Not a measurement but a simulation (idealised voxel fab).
Process module, titled voxel capacitor over wiring
Cross-section cut spans 170 nm and uses square cells 5 nm in size.
Bands, listed from the top down, are how a cross-section gets written in this document; the cross-section itself is a grid of square cells, and a band is one or more rows of them.
Band: top height; bottom height; in nm. Then, left to right: material with width in nm, for each material. "everywhere": a single material spanning edge to edge. "empty": empty space.
Basically, 0 is our baseline, since under it the wafer straight out of the box is all one material. The bottom band has no lower end and keeps on going down, so it looks like "from 0 down".
When a width is written as two numbers, as in "30 to 40", the first number is the width in the top row of cells of the band and the second is the width in its bottom row, and the width changes by the same amount from each row to the next.
"nothing different" means the step left every cell of the cross-section as it was.
Enclosed voids (no open way to top), threshold 8 cells or more, entry "Closed void register", notation width x height at distance, distance from left edge, nm.
Read whatever lies past the settings on a step's line as the simulator's own remark about the step.
The optional step-line setting "overlay nm" applies to steps with a mask and quantifies how far to the right of its planned location the mask lay, a negative value indicating leftward placement.

These are the steps we planned for the process:
| 1 | op RECEIVE | material Si |
| 2 | op CONFORMAL_DEP | material SiO2 | thk nm 10 |
| 3 | op DIRECTIONAL_DEP | material TiN | thk nm 5 |
| 4 | op DIRECTIONAL_DEP | material Ru | thk nm 15 |
| 5 | op DIRECTIONAL_DEP | material aC | thk nm 15 |
| 6 | op PATTERN | tone cover | mask id METAL_1 | material resist | width nm 20 | pitch nm 80 | thk nm 35 | overlay nm 0 |
| 7 | op DIRECTIONAL_ETCH | etch materials aC | depth nm 15 |
| 8 | op STRIP | etch materials resist |
| 9 | op DIRECTIONAL_ETCH | etch materials Ru | depth nm 15 |
| 10 | op DIRECTIONAL_ETCH | etch materials TiN | depth nm 5 |
| 11 | op STRIP | etch materials aC |
| 12 | op FILL_DEP | material SiO2 | thk nm 10 |
| 13 | op CMP | height nm 30 |
| 14 | op CONFORMAL_DEP | material SiCN | thk nm 5 |
| 15 | op DIRECTIONAL_DEP | material lowk | thk nm 15 |
| 16 | op DIRECTIONAL_DEP | material aC | thk nm 15 |
| 17 | op PATTERN | tone open | mask id PLUG_1 | material resist | width nm 15 | thk nm 30 | overlay nm -15 |
| 18 | op DIRECTIONAL_ETCH | etch materials aC | depth nm 15 |
| 19 | op STRIP | etch materials resist |
| 20 | op DIRECTIONAL_ETCH | etch materials lowk | depth nm 15 |
| 21 | op DIRECTIONAL_ETCH | etch materials SiCN | depth nm 5 |
| 22 | op STRIP | etch materials aC |
| 23 | op CONFORMAL_DEP | material TiN | thk nm 5 |
| 24 | op FILL_DEP | material W | thk nm 5 |
| 25 | op CMP | height nm 50 |
| 26 | op DIRECTIONAL_DEP | material TiN | thk nm 10 |
| 27 | op DIRECTIONAL_DEP | material SiN | thk nm 5 |
| 28 | op DIRECTIONAL_DEP | material TiN | thk nm 10 |
| 29 | op MASKED_ETCH | tone cover | mask id UPPER_PLATE | width nm 65 | etch materials TiN | depth nm 10 | overlay nm 0 |
| 30 | op MASKED_ETCH | tone cover | mask id UPPER_PLATE | width nm 65 | etch materials SiN | depth nm 5 | overlay nm 0 |
| 31 | op PATTERN | tone cover | mask id LOWER_PLATE | material resist | width nm 75 | thk nm 20 | overlay nm 0 |
| 32 | op DIRECTIONAL_ETCH | etch materials TiN | depth nm 10 |
| 33 | op STRIP | etch materials resist |
| 34 | op FILL_DEP | material SiO2 | thk nm 15 |
| 35 | op CMP | height nm 85 |
| 36 | op DIRECTIONAL_DEP | material aC | thk nm 15 |
| 37 | op PATTERN | tone open | mask id PLUG_2 | material resist | width nm 15 | thk nm 30 | overlay nm 0 |
| 38 | op DIRECTIONAL_ETCH | etch materials aC | depth nm 15 |
| 39 | op STRIP | etch materials resist |
| 40 | op DIRECTIONAL_ETCH | etch materials SiO2 | depth nm 10 |
| 41 | op STRIP | etch materials aC |
| 42 | op CONFORMAL_DEP | material TiN | thk nm 5 |
| 43 | op FILL_DEP | material Cu | thk nm 5 |
| 44 | op CMP | height nm 85 |
| 45 | op CONFORMAL_DEP | material SiN | thk nm 5 |
Across this set of wafers, the varied parameter is the overlay nm of step 17. Starting conditions are identical for every wafer, and the plan reports the value assigned to the first wafer.

Cross-section of the first incoming wafer of several, state after step 1:
- from 0 down  Si everywhere
- Closed void register: none

Basically each wafer gets a line in the table, showing it at the end of the module: material by material, the cells it gained (+) or lost (-) since we got it, then its closed voids:
overlay nm -15; +1 Cu; +24 Ru; +31 SiCN; +47 SiN; +335 SiO2; +78 TiN; +3 W; +93 lowk; Closed void register: none
overlay nm -10; +1 Cu; +24 Ru; +31 SiCN; +47 SiN; +335 SiO2; +78 TiN; +3 W; +93 lowk; Closed void register: none
overlay nm -5; +1 Cu; +24 Ru; +31 SiCN; +47 SiN; +335 SiO2; +78 TiN; +3 W; +93 lowk; Closed void register: none
overlay nm 0; +1 Cu; +24 Ru; +31 SiCN; +47 SiN; +335 SiO2; +78 TiN; +3 W; +93 lowk; Closed void register: none
overlay nm 5; +1 Cu; +24 Ru; +31 SiCN; +47 SiN; +335 SiO2; +78 TiN; +3 W; +93 lowk; Closed void register: none
overlay nm 10; +1 Cu; +24 Ru; +31 SiCN; +47 SiN; +335 SiO2; +78 TiN; +3 W; +93 lowk; Closed void register: none
overlay nm 15; +1 Cu; +24 Ru; +31 SiCN; +47 SiN; +335 SiO2; +78 TiN; +3 W; +93 lowk; Closed void register: none
